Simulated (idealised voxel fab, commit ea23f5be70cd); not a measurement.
Process module in this document: voxel transistor to metal
cross-section cut | 160 nm wide | cells 5 nm
For the purposes of this document, a cross-section shall be understood as a grid of square cells, specified as bands listed in top-to-bottom order, each band consisting of one or more rows of cells.
Per band: top height and bottom height in nm, followed by the left-to-right materials and their widths in nm; "edge to edge" marks a single material spanning edge to edge, "empty" marks empty space.
Note: height 0 marks the level under which the wafer is uniformly one material as received. Lowest band unbounded below, written "z 0 and below".
Read "30..40" as a graded width: first number on top, second number at the bottom, same change between each pair of neighbouring rows.
"nothing altered" -> step changed no cross-section cell.
You'll see "Fully sealed cavities" listing empty spaces that have no way open to the top, as long as they're 8 cells or more; the notation is width x height at distance, where the distance is from the left edge, and all of it is in nm.
Read whatever lies past the settings on a step's line as the simulator's own remark about the step.
"overlay nm", when on a step's line for a step with a mask, measures how far to the right of its planned place the mask lay; a negative measure means to the left.
-- The steps planned for the process are as follows
1 RECEIVE with material Si
2 OXIDIZE with depth nm 5
3 CONFORMAL_DEP with material SiN, thk nm 10
4 DIRECTIONAL_DEP with material aC, thk nm 10
5 PATTERN with tone cover, mask id ACTIVE, material resist, width nm 120, thk nm 25, overlay nm 0
6 DIRECTIONAL_ETCH with etch materials aC, depth nm 10
7 STRIP with etch materials resist
8 DIRECTIONAL_ETCH with etch materials SiN, depth nm 10
9 DIRECTIONAL_ETCH with etch materials SiO2, depth nm 5
10 DIRECTIONAL_ETCH with etch materials Si, depth nm 20
11 STRIP with etch materials aC
12 OXIDIZE with depth nm 5
13 FILL_DEP with material SiO2, thk nm 5
14 CMP with height nm 10
15 SELECTIVE_ETCH with etch materials SiO2, depth nm 5
16 STRIP with etch materials SiN
17 SELECTIVE_ETCH with etch materials SiO2, depth nm 5
18 OXIDIZE with depth nm 5
19 DIRECTIONAL_DEP with material polySi, thk nm 30
20 DIRECTIONAL_DEP with material SiCN, thk nm 10
21 PATTERN with tone cover, mask id GATE, material resist, width nm 20, thk nm 15, overlay nm 0
22 DIRECTIONAL_ETCH with etch materials SiCN, depth nm 20
23 DIRECTIONAL_ETCH with etch materials polySi, depth nm 40
24 STRIP with etch materials resist
25 CONFORMAL_DEP with material SiN, thk nm 10
26 DIRECTIONAL_ETCH with etch materials SiN, depth nm 10
27 DIRECTIONAL_ETCH with etch materials SiO2, depth nm 5
28 EPI with material nSi, thk nm 5
29 FILL_DEP with material SiO2, thk nm 5
30 CMP with height nm 35
31 DIRECTIONAL_DEP with material SiO2, thk nm 15
32 MASKED_ETCH with tone open, mask id CONTACT, width nm 35, pitch nm 65, etch materials SiO2, depth nm 55, overlay nm 0
33 CONFORMAL_DEP with material TiN, thk nm 5
34 FILL_DEP with material Ru, thk nm 10
35 CMP with height nm 50
36 CONFORMAL_DEP with material SiN, thk nm 5
37 DIRECTIONAL_DEP with material SiO2, thk nm 25
38 DIRECTIONAL_DEP with material aC, thk nm 15
39 PATTERN with tone open, mask id METAL_1, material resist, width nm 20, pitch nm 80, thk nm 30, overlay nm 0
40 DIRECTIONAL_ETCH with etch materials aC, depth nm 15
41 STRIP with etch materials resist
42 DIRECTIONAL_ETCH with etch materials SiO2, depth nm 25
43 DIRECTIONAL_ETCH with etch materials SiN, depth nm 5
44 STRIP with etch materials aC
45 CONFORMAL_DEP with material TiN, thk nm 5
46 FILL_DEP with material W, thk nm 5
47 CMP with height nm 80
48 CONFORMAL_DEP with material SiN, thk nm 5
-- First of two wafers, with the run carried out as planned
-- Cross-section of the wafer at receipt, which is the condition after step 1
- z 0 and below  Si edge to edge
- Fully sealed cavities: none
-- Step 2 complete: cross-section through the wafer
- z 0 to -5  SiO2 edge to edge
- Everything under -5 stays put, no change at all.
-- Step 3 complete: cross-section through the wafer
- z 10 to 0  SiN edge to edge
- Everything under 0 stays put, no change at all.
-- Step 4 complete: cross-section through the wafer
- z 20 to 10  aC edge to edge
- Everything under 10 stays put, no change at all.
-- Step 5 complete: cross-section through the wafer
- z 45 to 20  empty (20) | resist (120) | empty (20)
- Everything under 20 stays put, no change at all.
-- Step 6 complete: cross-section through the wafer
- z 35 to 20  empty (20) | resist (120) | empty (20)
- z 20 to 10  empty (20) | aC (120) | empty (20)
- Everything under 10 stays put, no change at all.
-- Step 7 complete: cross-section through the wafer
- z 20 to 10  empty (20) | aC (120) | empty (20)
- Everything under 10 stays put, no change at all.
-- Step 8 complete: cross-section through the wafer
- z 20 to 10  empty (20) | aC (120) | empty (20)
- z 10 to 0  empty (20) | SiN (120) | empty (20)
- Everything under 0 stays put, no change at all.
-- Step 9 complete: cross-section through the wafer
- z 20 to 10  empty (20) | aC (120) | empty (20)
- z 10 to 0  empty (20) | SiN (120) | empty (20)
- z 0 to -5  empty (20) | SiO2 (120) | empty (20)
- Everything under -5 stays put, no change at all.
-- Step 10 complete: cross-section through the wafer
- z 20 to 10  empty (20) | aC (120) | empty (20)
- z 10 to 0  empty (20) | SiN (120) | empty (20)
- z 0 to -5  empty (20) | SiO2 (120) | empty (20)
- z -5 to -25  empty (20) | Si (120) | empty (20)
- Everything under -25 stays put, no change at all.
-- Step 11 complete: cross-section through the wafer
- z 10 to 0  empty (20) | SiN (120) | empty (20)
- Everything under 0 stays put, no change at all.
-- Step 12 complete: cross-section through the wafer
- z 10 to 0  empty (20) | SiN (120) | empty (20)
- z 0 to -5  empty (20) | SiO2 (120) | empty (20)
- z -5 to -25  empty (20) | SiO2 (5) | Si (110) | SiO2 (5) | empty (20)
- z -25 to -30  SiO2 (25) | Si (110) | SiO2 (25)
- Everything under -30 stays put, no change at all.
-- Step 13 complete: cross-section through the wafer
- z 15 to 10  SiO2 edge to edge
- z 10 to 0  SiO2 (20) | SiN (120) | SiO2 (20)
- z 0 to -5  SiO2 edge to edge
- z -5 to -30  SiO2 (25) | Si (110) | SiO2 (25)
- Everything under -30 stays put, no change at all.
-- Step 14 complete: cross-section through the wafer
- z 10 to 0  SiO2 (20) | SiN (120) | SiO2 (20)
- Everything under 0 stays put, no change at all.
-- Step 15 complete: cross-section through the wafer
- z 10 to 5  empty (20) | SiN (120) | empty (20)
- Everything under 5 stays put, no change at all.
-- Step 16 complete: cross-section through the wafer
- z 5 to 0  SiO2 (20) | empty (120) | SiO2 (20)
- Everything under 0 stays put, no change at all.
-- Step 17 complete: cross-section through the wafer
- z 0 to -5  SiO2 (15) | empty (130) | SiO2 (15)
- Everything under -5 stays put, no change at all.
-- Step 18 complete: cross-section through the wafer
- z 0 to -5  SiO2 (15) | empty (130) | SiO2 (15)
- z -5 to -10  SiO2 edge to edge
- Everything under -10 stays put, no change at all.
-- Step 19 complete: cross-section through the wafer
- z 30 to 25  polySi (15) | empty (130) | polySi (15)
- z 25 to 0  polySi edge to edge
- z 0 to -5  SiO2 (15) | polySi (130) | SiO2 (15)
- Everything under -5 stays put, no change at all.
-- Step 20 complete: cross-section through the wafer
- z 40 to 35  SiCN (15) | empty (130) | SiCN (15)
- z 35 to 30  SiCN edge to edge
- z 30 to 25  polySi (15) | SiCN (130) | polySi (15)
- Everything under 25 stays put, no change at all.
-- Step 21 complete: cross-section through the wafer
- z 55 to 40  empty (70) | resist (20) | empty (70)
- z 40 to 35  SiCN (15) | empty (55) | resist (20) | empty (55) | SiCN (15)
- Everything under 35 stays put, no change at all.
-- Step 22 complete: cross-section through the wafer
- z 55 to 35  empty (70) | resist (20) | empty (70)
- z 35 to 30  empty (70) | SiCN (20) | empty (70)
- z 30 to 25  polySi (15) | empty (55) | SiCN (20) | empty (55) | polySi (15)
- Everything under 25 stays put, no change at all.
-- Step 23 complete: cross-section through the wafer
- z 55 to 35  empty (70) | resist (20) | empty (70)
- z 35 to 25  empty (70) | SiCN (20) | empty (70)
- z 25 to 0  empty (70) | polySi (20) | empty (70)
- z 0 to -5  SiO2 (15) | empty (55) | polySi (20) | empty (55) | SiO2 (15)
- Everything under -5 stays put, no change at all.
-- Step 24 complete: cross-section through the wafer
- z 35 to 25  empty (70) | SiCN (20) | empty (70)
- Everything under 25 stays put, no change at all.
-- Step 25 complete: cross-section through the wafer
- z 45 to 35  empty (60) | SiN (40) | empty (60)
- z 35 to 25  empty (60) | SiN (10) | SiCN (20) | SiN (10) | empty (60)
- z 25 to 10  empty (60) | SiN (10) | polySi (20) | SiN (10) | empty (60)
- z 10 to 5  SiN (25) | empty (35) | SiN (10) | polySi (20) | SiN (10) | empty (35) | SiN (25)
- z 5 to 0  SiN (70) | polySi (20) | SiN (70)
- z 0 to -5  SiO2 (15) | SiN (55) | polySi (20) | SiN (55) | SiO2 (15)
- Everything under -5 stays put, no change at all.
-- Step 26 complete: cross-section through the wafer
- z 35 to 25  empty (60) | SiN (10) | SiCN (20) | SiN (10) | empty (60)
- z 25 to 0  empty (60) | SiN (10) | polySi (20) | SiN (10) | empty (60)
- z 0 to -5  SiO2 (15) | SiN (10) | empty (35) | SiN (10) | polySi (20) | SiN (10) | empty (35) | SiN (10) | SiO2 (15)
- Everything under -5 stays put, no change at all.
-- Step 27 complete: cross-section through the wafer
- z 35 to 25  empty (60) | SiN (10) | SiCN (20) | SiN (10) | empty (60)
- z 25 to 0  empty (60) | SiN (10) | polySi (20) | SiN (10) | empty (60)
- z 0 to -5  empty (15) | SiN (10) | empty (35) | SiN (10) | polySi (20) | SiN (10) | empty (35) | SiN (10) | empty (15)
- z -5 to -10  SiO2 (25) | empty (35) | SiO2 (40) | empty (35) | SiO2 (25)
- Everything under -10 stays put, no change at all.
-- Step 28 complete: cross-section through the wafer
- z 35 to 25  empty (60) | SiN (10) | SiCN (20) | SiN (10) | empty (60)
- z 25 to 0  empty (60) | SiN (10) | polySi (20) | SiN (10) | empty (60)
- z 0 to -5  empty (15) | SiN (10) | empty (35) | SiN (10) | polySi (20) | SiN (10) | empty (35) | SiN (10) | empty (15)
- z -5 to -10  SiO2 (25) | nSi (35) | SiO2 (40) | nSi (35) | SiO2 (25)
- Everything under -10 stays put, no change at all.
-- Step 29 complete: cross-section through the wafer
- z 40 to 35  SiO2 edge to edge
- z 35 to 25  SiO2 (60) | SiN (10) | SiCN (20) | SiN (10) | SiO2 (60)
- z 25 to 0  SiO2 (60) | SiN (10) | polySi (20) | SiN (10) | SiO2 (60)
- z 0 to -5  SiO2 (15) | SiN (10) | SiO2 (35) | SiN (10) | polySi (20) | SiN (10) | SiO2 (35) | SiN (10) | SiO2 (15)
- Everything under -5 stays put, no change at all.
-- Step 30 complete: cross-section through the wafer
- z 35 to 25  SiO2 (60) | SiN (10) | SiCN (20) | SiN (10) | SiO2 (60)
- Everything under 25 stays put, no change at all.
-- Step 31 complete: cross-section through the wafer
- z 50 to 35  SiO2 edge to edge
- Everything under 35 stays put, no change at all.
-- Step 32 complete: cross-section through the wafer
- z 50 to 35  SiO2 (30) | empty (35) | SiO2 (30) | empty (35) | SiO2 (30)
- z 35 to 25  SiO2 (30) | empty (30) | SiN (10) | SiCN (20) | SiN (10) | empty (30) | SiO2 (30)
- z 25 to 0  SiO2 (30) | empty (30) | SiN (10) | polySi (20) | SiN (10) | empty (30) | SiO2 (30)
- z 0 to -5  SiO2 (15) | SiN (10) | SiO2 (5) | empty (30) | SiN (10) | polySi (20) | SiN (10) | empty (30) | SiO2 (5) | SiN (10) | SiO2 (15)
- Everything under -5 stays put, no change at all.
-- Step 33 complete: cross-section through the wafer
- z 55 to 50  TiN (35) | empty (25) | TiN (40) | empty (25) | TiN (35)
- z 50 to 40  SiO2 (30) | TiN (5) | empty (25) | TiN (5) | SiO2 (30) | TiN (5) | empty (25) | TiN (5) | SiO2 (30)
- z 40 to 35  SiO2 (30) | TiN (5) | empty (20) | TiN (10) | SiO2 (30) | TiN (10) | empty (20) | TiN (5) | SiO2 (30)
- z 35 to 25  SiO2 (30) | TiN (5) | empty (20) | TiN (5) | SiN (10) | SiCN (20) | SiN (10) | TiN (5) | empty (20) | TiN (5) | SiO2 (30)
- z 25 to 0  SiO2 (30) | TiN (5) | empty (20) | TiN (5) | SiN (10) | polySi (20) | SiN (10) | TiN (5) | empty (20) | TiN (5) | SiO2 (30)
- z 0 to -5  SiO2 (15) | SiN (10) | SiO2 (5) | TiN (30) | SiN (10) | polySi (20) | SiN (10) | TiN (30) | SiO2 (5) | SiN (10) | SiO2 (15)
- Everything under -5 stays put, no change at all.
-- Step 34 complete: cross-section through the wafer
- z 65 to 55  Ru edge to edge
- z 55 to 50  TiN (35) | Ru (25) | TiN (40) | Ru (25) | TiN (35)
- z 50 to 40  SiO2 (30) | TiN (5) | Ru (25) | TiN (5) | SiO2 (30) | TiN (5) | Ru (25) | TiN (5) | SiO2 (30)
- z 40 to 35  SiO2 (30) | TiN (5) | Ru (20) | TiN (10) | SiO2 (30) | TiN (10) | Ru (20) | TiN (5) | SiO2 (30)
- z 35 to 25  SiO2 (30) | TiN (5) | Ru (20) | TiN (5) | SiN (10) | SiCN (20) | SiN (10) | TiN (5) | Ru (20) | TiN (5) | SiO2 (30)
- z 25 to 0  SiO2 (30) | TiN (5) | Ru (20) | TiN (5) | SiN (10) | polySi (20) | SiN (10) | TiN (5) | Ru (20) | TiN (5) | SiO2 (30)
- Everything under 0 stays put, no change at all.
-- Step 35 complete: cross-section through the wafer
- z 50 to 40  SiO2 (30) | TiN (5) | Ru (25) | TiN (5) | SiO2 (30) | TiN (5) | Ru (25) | TiN (5) | SiO2 (30)
- Everything under 40 stays put, no change at all.
-- Step 36 complete: cross-section through the wafer
- z 55 to 50  SiN edge to edge
- Everything under 50 stays put, no change at all.
-- Step 37 complete: cross-section through the wafer
- z 80 to 55  SiO2 edge to edge
- Everything under 55 stays put, no change at all.
-- Step 38 complete: cross-section through the wafer
- z 95 to 80  aC edge to edge
- Everything under 80 stays put, no change at all.
-- Step 39 complete: cross-section through the wafer
- z 125 to 95  resist (30) | empty (20) | resist (60) | empty (20) | resist (30)
- Everything under 95 stays put, no change at all.
-- Step 40 complete: cross-section through the wafer
- z 110 to 95  resist (30) | empty (20) | resist (60) | empty (20) | resist (30)
- z 95 to 80  aC (30) | empty (20) | aC (60) | empty (20) | aC (30)
- Everything under 80 stays put, no change at all.
-- Step 41 complete: cross-section through the wafer
- z 95 to 80  aC (30) | empty (20) | aC (60) | empty (20) | aC (30)
- Everything under 80 stays put, no change at all.
-- Step 42 complete: cross-section through the wafer
- z 95 to 80  aC (30) | empty (20) | aC (60) | empty (20) | aC (30)
- z 80 to 55  SiO2 (30) | empty (20) | SiO2 (60) | empty (20) | SiO2 (30)
- Everything under 55 stays put, no change at all.
-- Step 43 complete: cross-section through the wafer
- z 95 to 80  aC (30) | empty (20) | aC (60) | empty (20) | aC (30)
- z 80 to 55  SiO2 (30) | empty (20) | SiO2 (60) | empty (20) | SiO2 (30)
- z 55 to 50  SiN (30) | empty (20) | SiN (60) | empty (20) | SiN (30)
- Everything under 50 stays put, no change at all.
-- Step 44 complete: cross-section through the wafer
- z 80 to 55  SiO2 (30) | empty (20) | SiO2 (60) | empty (20) | SiO2 (30)
- Everything under 55 stays put, no change at all.
-- Step 45 complete: cross-section through the wafer
- z 85 to 80  TiN (35) | empty (10) | TiN (70) | empty (10) | TiN (35)
- z 80 to 55  SiO2 (30) | TiN (5) | empty (10) | TiN (5) | SiO2 (60) | TiN (5) | empty (10) | TiN (5) | SiO2 (30)
- z 55 to 50  SiN (30) | TiN (20) | SiN (60) | TiN (20) | SiN (30)
- Everything under 50 stays put, no change at all.
-- Step 46 complete: cross-section through the wafer
- z 90 to 85  W edge to edge
- z 85 to 80  TiN (35) | W (10) | TiN (70) | W (10) | TiN (35)
- z 80 to 55  SiO2 (30) | TiN (5) | W (10) | TiN (5) | SiO2 (60) | TiN (5) | W (10) | TiN (5) | SiO2 (30)
- Everything under 55 stays put, no change at all.
-- Step 47 complete: cross-section through the wafer
- z 80 to 55  SiO2 (30) | TiN (5) | W (10) | TiN (5) | SiO2 (60) | TiN (5) | W (10) | TiN (5) | SiO2 (30)
- Everything under 55 stays put, no change at all.
-- Step 48 complete: cross-section through the wafer
- z 85 to 80  SiN edge to edge
- Everything under 80 stays put, no change at all.
-- Regarding the second of the two wafers: it shared the first wafer's starting condition and process plan, yet one error occurred during its execution. Its history coincides with that of the first wafer up to and including step 4
-- Second wafer: cross-section at the scheduled end of step 5
- z 45 to 20  empty (25) | resist (120) | empty (15)
- Everything under 20 stays put, no change at all.
-- Second wafer: cross-section at the scheduled end of step 6
- z 35 to 20  empty (25) | resist (120) | empty (15)
- z 20 to 10  empty (25) | aC (120) | empty (15)
- Everything under 10 stays put, no change at all.
-- Second wafer: cross-section at the scheduled end of step 7
- z 20 to 10  empty (25) | aC (120) | empty (15)
- Everything under 10 stays put, no change at all.
-- Second wafer: cross-section at the scheduled end of step 8
- z 20 to 10  empty (25) | aC (120) | empty (15)
- z 10 to 0  empty (25) | SiN (120) | empty (15)
- Everything under 0 stays put, no change at all.
-- Second wafer: cross-section at the scheduled end of step 9
- z 20 to 10  empty (25) | aC (120) | empty (15)
- z 10 to 0  empty (25) | SiN (120) | empty (15)
- z 0 to -5  empty (25) | SiO2 (120) | empty (15)
- Everything under -5 stays put, no change at all.
-- Second wafer: cross-section at the scheduled end of step 10
- z 20 to 10  empty (25) | aC (120) | empty (15)
- z 10 to 0  empty (25) | SiN (120) | empty (15)
- z 0 to -5  empty (25) | SiO2 (120) | empty (15)
- z -5 to -25  empty (25) | Si (120) | empty (15)
- Everything under -25 stays put, no change at all.
-- Second wafer: cross-section at the scheduled end of step 11
- z 10 to 0  empty (25) | SiN (120) | empty (15)
- Everything under 0 stays put, no change at all.
-- Second wafer: cross-section at the scheduled end of step 12
- z 10 to 0  empty (25) | SiN (120) | empty (15)
- z 0 to -5  empty (25) | SiO2 (120) | empty (15)
- z -5 to -25  empty (25) | SiO2 (5) | Si (110) | SiO2 (5) | empty (15)
- z -25 to -30  SiO2 (30) | Si (110) | SiO2 (20)
- Everything under -30 stays put, no change at all.
-- Second wafer: cross-section at the scheduled end of step 13
- z 15 to 10  SiO2 edge to edge
- z 10 to 0  SiO2 (25) | SiN (120) | SiO2 (15)
- z 0 to -5  SiO2 edge to edge
- z -5 to -30  SiO2 (30) | Si (110) | SiO2 (20)
- Everything under -30 stays put, no change at all.
-- Second wafer: cross-section at the scheduled end of step 14
- z 10 to 0  SiO2 (25) | SiN (120) | SiO2 (15)
- Everything under 0 stays put, no change at all.
-- Second wafer: cross-section at the scheduled end of step 15
- z 10 to 5  empty (25) | SiN (120) | empty (15)
- Everything under 5 stays put, no change at all.
-- Second wafer: cross-section at the scheduled end of step 16
- z 5 to 0  SiO2 (25) | empty (120) | SiO2 (15)
- Everything under 0 stays put, no change at all.
-- Second wafer: cross-section at the scheduled end of step 17
- z 0 to -5  SiO2 (20) | empty (130) | SiO2 (10)
- Everything under -5 stays put, no change at all.
-- Second wafer: cross-section at the scheduled end of step 18
- z 0 to -5  SiO2 (20) | empty (130) | SiO2 (10)
- z -5 to -10  SiO2 edge to edge
- Everything under -10 stays put, no change at all.
-- Second wafer: cross-section at the scheduled end of step 19
- z 30 to 25  polySi (20) | empty (130) | polySi (10)
- z 25 to 0  polySi edge to edge
- z 0 to -5  SiO2 (20) | polySi (130) | SiO2 (10)
- Everything under -5 stays put, no change at all.
-- Second wafer: cross-section at the scheduled end of step 20
- z 40 to 35  SiCN (20) | empty (130) | SiCN (10)
- z 35 to 30  SiCN edge to edge
- z 30 to 25  polySi (20) | SiCN (130) | polySi (10)
- Everything under 25 stays put, no change at all.
-- Second wafer: cross-section at the scheduled end of step 21
- z 55 to 40  empty (70) | resist (20) | empty (70)
- z 40 to 35  SiCN (20) | empty (50) | resist (20) | empty (60) | SiCN (10)
- Everything under 35 stays put, no change at all.
-- Second wafer: cross-section at the scheduled end of step 22
- z 55 to 35  empty (70) | resist (20) | empty (70)
- z 35 to 30  empty (70) | SiCN (20) | empty (70)
- z 30 to 25  polySi (20) | empty (50) | SiCN (20) | empty (60) | polySi (10)
- Everything under 25 stays put, no change at all.
-- Second wafer: cross-section at the scheduled end of step 23
- z 55 to 35  empty (70) | resist (20) | empty (70)
- z 35 to 25  empty (70) | SiCN (20) | empty (70)
- z 25 to 0  empty (70) | polySi (20) | empty (70)
- z 0 to -5  SiO2 (20) | empty (50) | polySi (20) | empty (60) | SiO2 (10)
- Everything under -5 stays put, no change at all.
-- Second wafer: cross-section at the scheduled end of step 24
- z 35 to 25  empty (70) | SiCN (20) | empty (70)
- Everything under 25 stays put, no change at all.
-- Second wafer: cross-section at the scheduled end of step 25
- z 45 to 35  empty (60) | SiN (40) | empty (60)
- z 35 to 25  empty (60) | SiN (10) | SiCN (20) | SiN (10) | empty (60)
- z 25 to 10  empty (60) | SiN (10) | polySi (20) | SiN (10) | empty (60)
- z 10 to 5  SiN (30) | empty (30) | SiN (10) | polySi (20) | SiN (10) | empty (40) | SiN (20)
- z 5 to 0  SiN (70) | polySi (20) | SiN (70)
- z 0 to -5  SiO2 (20) | SiN (50) | polySi (20) | SiN (60) | SiO2 (10)
- Everything under -5 stays put, no change at all.
-- Second wafer: cross-section at the scheduled end of step 26
- z 35 to 25  empty (60) | SiN (10) | SiCN (20) | SiN (10) | empty (60)
- z 25 to 0  empty (60) | SiN (10) | polySi (20) | SiN (10) | empty (60)
- z 0 to -5  SiO2 (20) | SiN (10) | empty (30) | SiN (10) | polySi (20) | SiN (10) | empty (40) | SiN (10) | SiO2 (10)
- Everything under -5 stays put, no change at all.
-- Second wafer: cross-section at the scheduled end of step 27
- z 35 to 25  empty (60) | SiN (10) | SiCN (20) | SiN (10) | empty (60)
- z 25 to 0  empty (60) | SiN (10) | polySi (20) | SiN (10) | empty (60)
- z 0 to -5  empty (20) | SiN (10) | empty (30) | SiN (10) | polySi (20) | SiN (10) | empty (40) | SiN (10) | empty (10)
- z -5 to -10  SiO2 (30) | empty (30) | SiO2 (40) | empty (40) | SiO2 (20)
- Everything under -10 stays put, no change at all.
-- Second wafer: cross-section at the scheduled end of step 28
- z 35 to 25  empty (60) | SiN (10) | SiCN (20) | SiN (10) | empty (60)
- z 25 to 0  empty (60) | SiN (10) | polySi (20) | SiN (10) | empty (60)
- z 0 to -5  empty (20) | SiN (10) | empty (30) | SiN (10) | polySi (20) | SiN (10) | empty (40) | SiN (10) | empty (10)
- z -5 to -10  SiO2 (30) | nSi (30) | SiO2 (40) | nSi (40) | SiO2 (20)
- Everything under -10 stays put, no change at all.
-- Second wafer: cross-section at the scheduled end of step 29
- z 40 to 35  SiO2 edge to edge
- z 35 to 25  SiO2 (60) | SiN (10) | SiCN (20) | SiN (10) | SiO2 (60)
- z 25 to 0  SiO2 (60) | SiN (10) | polySi (20) | SiN (10) | SiO2 (60)
- z 0 to -5  SiO2 (20) | SiN (10) | SiO2 (30) | SiN (10) | polySi (20) | SiN (10) | SiO2 (40) | SiN (10) | SiO2 (10)
- Everything under -5 stays put, no change at all.
-- Second wafer: cross-section at the scheduled end of step 30
- z 35 to 25  SiO2 (60) | SiN (10) | SiCN (20) | SiN (10) | SiO2 (60)
- Everything under 25 stays put, no change at all.
-- Second wafer: cross-section at the scheduled end of step 31
- z 50 to 35  SiO2 edge to edge
- Everything under 35 stays put, no change at all.
-- Second wafer: cross-section at the scheduled end of step 32
- z 50 to 35  SiO2 (30) | empty (35) | SiO2 (30) | empty (35) | SiO2 (30)
- z 35 to 25  SiO2 (30) | empty (30) | SiN (10) | SiCN (20) | SiN (10) | empty (30) | SiO2 (30)
- z 25 to 0  SiO2 (30) | empty (30) | SiN (10) | polySi (20) | SiN (10) | empty (30) | SiO2 (30)
- z 0 to -5  SiO2 (20) | SiN (10) | empty (30) | SiN (10) | polySi (20) | SiN (10) | empty (30) | SiO2 (10) | SiN (10) | SiO2 (10)
- Everything under -5 stays put, no change at all.
-- Second wafer: cross-section at the scheduled end of step 33
- z 55 to 50  TiN (35) | empty (25) | TiN (40) | empty (25) | TiN (35)
- z 50 to 40  SiO2 (30) | TiN (5) | empty (25) | TiN (5) | SiO2 (30) | TiN (5) | empty (25) | TiN (5) | SiO2 (30)
- z 40 to 35  SiO2 (30) | TiN (5) | empty (20) | TiN (10) | SiO2 (30) | TiN (10) | empty (20) | TiN (5) | SiO2 (30)
- z 35 to 25  SiO2 (30) | TiN (5) | empty (20) | TiN (5) | SiN (10) | SiCN (20) | SiN (10) | TiN (5) | empty (20) | TiN (5) | SiO2 (30)
- z 25 to 0  SiO2 (30) | TiN (5) | empty (20) | TiN (5) | SiN (10) | polySi (20) | SiN (10) | TiN (5) | empty (20) | TiN (5) | SiO2 (30)
- z 0 to -5  SiO2 (20) | SiN (10) | TiN (30) | SiN (10) | polySi (20) | SiN (10) | TiN (30) | SiO2 (10) | SiN (10) | SiO2 (10)
- Everything under -5 stays put, no change at all.
-- Second wafer: cross-section at the scheduled end of step 34
- z 65 to 55  Ru edge to edge
- z 55 to 50  TiN (35) | Ru (25) | TiN (40) | Ru (25) | TiN (35)
- z 50 to 40  SiO2 (30) | TiN (5) | Ru (25) | TiN (5) | SiO2 (30) | TiN (5) | Ru (25) | TiN (5) | SiO2 (30)
- z 40 to 35  SiO2 (30) | TiN (5) | Ru (20) | TiN (10) | SiO2 (30) | TiN (10) | Ru (20) | TiN (5) | SiO2 (30)
- z 35 to 25  SiO2 (30) | TiN (5) | Ru (20) | TiN (5) | SiN (10) | SiCN (20) | SiN (10) | TiN (5) | Ru (20) | TiN (5) | SiO2 (30)
- z 25 to 0  SiO2 (30) | TiN (5) | Ru (20) | TiN (5) | SiN (10) | polySi (20) | SiN (10) | TiN (5) | Ru (20) | TiN (5) | SiO2 (30)
- Everything under 0 stays put, no change at all.
-- Second wafer: cross-section at the scheduled end of step 35
- z 50 to 40  SiO2 (30) | TiN (5) | Ru (25) | TiN (5) | SiO2 (30) | TiN (5) | Ru (25) | TiN (5) | SiO2 (30)
- Everything under 40 stays put, no change at all.
-- Second wafer: cross-section at the scheduled end of step 36
- z 55 to 50  SiN edge to edge
- Everything under 50 stays put, no change at all.
-- Second wafer: cross-section at the scheduled end of step 37
- z 80 to 55  SiO2 edge to edge
- Everything under 55 stays put, no change at all.
-- Second wafer: cross-section at the scheduled end of step 38
- z 95 to 80  aC edge to edge
- Everything under 80 stays put, no change at all.
-- Second wafer: cross-section at the scheduled end of step 39
- z 125 to 95  resist (30) | empty (20) | resist (60) | empty (20) | resist (30)
- Everything under 95 stays put, no change at all.
-- Second wafer: cross-section at the scheduled end of step 40
- z 110 to 95  resist (30) | empty (20) | resist (60) | empty (20) | resist (30)
- z 95 to 80  aC (30) | empty (20) | aC (60) | empty (20) | aC (30)
- Everything under 80 stays put, no change at all.
-- Second wafer: cross-section at the scheduled end of step 41
- z 95 to 80  aC (30) | empty (20) | aC (60) | empty (20) | aC (30)
- Everything under 80 stays put, no change at all.
-- Second wafer: cross-section at the scheduled end of step 42
- z 95 to 80  aC (30) | empty (20) | aC (60) | empty (20) | aC (30)
- z 80 to 55  SiO2 (30) | empty (20) | SiO2 (60) | empty (20) | SiO2 (30)
- Everything under 55 stays put, no change at all.
-- Second wafer: cross-section at the scheduled end of step 43
- z 95 to 80  aC (30) | empty (20) | aC (60) | empty (20) | aC (30)
- z 80 to 55  SiO2 (30) | empty (20) | SiO2 (60) | empty (20) | SiO2 (30)
- z 55 to 50  SiN (30) | empty (20) | SiN (60) | empty (20) | SiN (30)
- Everything under 50 stays put, no change at all.
-- Second wafer: cross-section at the scheduled end of step 44
- z 80 to 55  SiO2 (30) | empty (20) | SiO2 (60) | empty (20) | SiO2 (30)
- Everything under 55 stays put, no change at all.
-- Second wafer: cross-section at the scheduled end of step 45
- z 85 to 80  TiN (35) | empty (10) | TiN (70) | empty (10) | TiN (35)
- z 80 to 55  SiO2 (30) | TiN (5) | empty (10) | TiN (5) | SiO2 (60) | TiN (5) | empty (10) | TiN (5) | SiO2 (30)
- z 55 to 50  SiN (30) | TiN (20) | SiN (60) | TiN (20) | SiN (30)
- Everything under 50 stays put, no change at all.
-- Second wafer: cross-section at the scheduled end of step 46
- z 90 to 85  W edge to edge
- z 85 to 80  TiN (35) | W (10) | TiN (70) | W (10) | TiN (35)
- z 80 to 55  SiO2 (30) | TiN (5) | W (10) | TiN (5) | SiO2 (60) | TiN (5) | W (10) | TiN (5) | SiO2 (30)
- Everything under 55 stays put, no change at all.
-- Second wafer: cross-section at the scheduled end of step 47
- z 80 to 55  SiO2 (30) | TiN (5) | W (10) | TiN (5) | SiO2 (60) | TiN (5) | W (10) | TiN (5) | SiO2 (30)
- Everything under 55 stays put, no change at all.
-- Second wafer: cross-section at the scheduled end of step 48
- z 85 to 80  SiN edge to edge
- Everything under 80 stays put, no change at all.
Short version of what went wrong: step 5 changed vs plan, executed as PATTERN with tone cover, mask id ACTIVE, material resist, width nm 120, thk nm 25, overlay nm 5
Cell counts per material: same on both final wafers. Positions: different.
